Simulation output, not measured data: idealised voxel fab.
Process module name: voxel capacitor over wiring
235 nm wide, 5 nm square cells: that's cross-section cut.
Cross-section, as written here: a square-cell grid given band by band from the top down, where a band holds one or more rows of cells. Band entry format. Leading values: height of top, height of bottom, nm. Remainder: materials in left-to-right order, each with its width in nm. Special words: "throughout" on a single material, which then fills the band edge to edge; "air", empty space. Ref level 0: as-received wafer is one material below here. Bottom band extends down with no lower bound ("0 -> down"). Per-row width for "30..40": begins at first number (top row of band), ends at second number (bottom row), increment between rows held constant. Where a step carries "nothing was modified", the cross-section came out of it unchanged, cell for cell. This entry, "Cavities, sealed", enumerates those empty regions of no fewer than 8 cells that possess no open connection to the top. Each region is reported in the form width x height at distance, the distance being taken from the left edge, with all three quantities expressed in nm. If you see something after the settings on a step's line, that's the simulator's own remark about that step. overlay nm: on a step with a mask, how far right of its planned place the mask lay; negative means left.

**Process steps - plan**
step 1: RECEIVE [material Si]
step 2: CONFORMAL_DEP [material SiO2] [thk nm 10]
step 3: DIRECTIONAL_DEP [material TiN] [thk nm 5]
step 4: DIRECTIONAL_DEP [material Ru] [thk nm 15]
step 5: MASKED_ETCH [tone cover] [mask id METAL_1] [width nm 30] [pitch nm 95] [etch materials Ru] [depth nm 25] [overlay nm 0]
step 6: MASKED_ETCH [tone cover] [mask id METAL_1] [width nm 30] [pitch nm 95] [etch materials TiN] [depth nm 5] [overlay nm 0]
step 7: CONFORMAL_DEP [material SiCN] [thk nm 5]
step 8: FILL_DEP [material SiO2] [thk nm 5]
step 9: CMP [height nm 40]
step 10: CONFORMAL_DEP [material SiCN] [thk nm 5]
step 11: DIRECTIONAL_DEP [material SiO2] [thk nm 20]
step 12: PATTERN [tone open] [mask id PLUG_1] [material resist] [width nm 15] [thk nm 20] [overlay nm 0]
step 13: DIRECTIONAL_ETCH [etch materials SiO2] [depth nm 20]
step 14: DIRECTIONAL_ETCH [etch materials SiCN] [depth nm 5]
step 15: STRIP [etch materials resist]
step 16: CONFORMAL_DEP [material TiN] [thk nm 5]
step 17: FILL_DEP [material W] [thk nm 10]
step 18: CMP [height nm 65]
step 19: DIRECTIONAL_DEP [material TiN] [thk nm 10]
step 20: DIRECTIONAL_DEP [material Al2O3] [thk nm 5]
step 21: DIRECTIONAL_DEP [material TiN] [thk nm 10]
step 22: MASKED_ETCH [tone cover] [mask id UPPER_PLATE] [width nm 70] [etch materials TiN] [depth nm 10] [overlay nm 0]
step 23: MASKED_ETCH [tone cover] [mask id UPPER_PLATE] [width nm 70] [etch materials Al2O3] [depth nm 5] [overlay nm 0]
step 24: MASKED_ETCH [tone cover] [mask id LOWER_PLATE] [width nm 80] [etch materials TiN] [depth nm 10] [overlay nm 0]
step 25: FILL_DEP [material SiO2] [thk nm 20]
step 26: CMP [height nm 105]
step 27: DIRECTIONAL_DEP [material aC] [thk nm 10]
step 28: PATTERN [tone open] [mask id PLUG_2] [material resist] [width nm 15] [thk nm 30] [overlay nm 0]
step 29: DIRECTIONAL_ETCH [etch materials aC] [depth nm 10]
step 30: STRIP [etch materials resist]
step 31: DIRECTIONAL_ETCH [etch materials SiO2] [depth nm 15]
step 32: STRIP [etch materials aC]
step 33: CONFORMAL_DEP [material TiN] [thk nm 5]
step 34: FILL_DEP [material Ru] [thk nm 5]
step 35: CMP [height nm 105]
step 36: CONFORMAL_DEP [material SiCN] [thk nm 5]
The thk nm used in step 4 is not the same on every wafer, whereas the starting condition is; the value printed in the plan is the first wafer's.

**So this is the first of several wafers, cross-sectioned as it came to us, meaning it's at the end of step 1**
> 0 -> down: Si throughout
> Cavities, sealed: none

**Rows = wafers. At module end, each row lists per material the cells gained (+) or lost (-) since the wafer was received, then the closed voids**
thk nm 15; +14 Al2O3; +38 Ru; +154 SiCN; +734 SiO2; +90 TiN; +4 W; Cavities, sealed: none
thk nm 20; +14 Al2O3; +50 Ru; +158 SiCN; +718 SiO2; +90 TiN; +4 W; Cavities, sealed: none
thk nm 25; +14 Al2O3; +62 Ru; +146 SiCN; +718 SiO2; +90 TiN; +4 W; Cavities, sealed: none
thk nm 30; +14 Al2O3; +97 Ru; +138 SiCN; +656 SiO2; +125 TiN; +4 W; Cavities, sealed: none
thk nm 35; +14 Al2O3; +132 Ru; +134 SiCN; +625 SiO2; +125 TiN; +4 W; Cavities, sealed: none
thk nm 40; +14 Al2O3; +167 Ru; +130 SiCN; +594 SiO2; +125 TiN; +4 W; Cavities, sealed: none
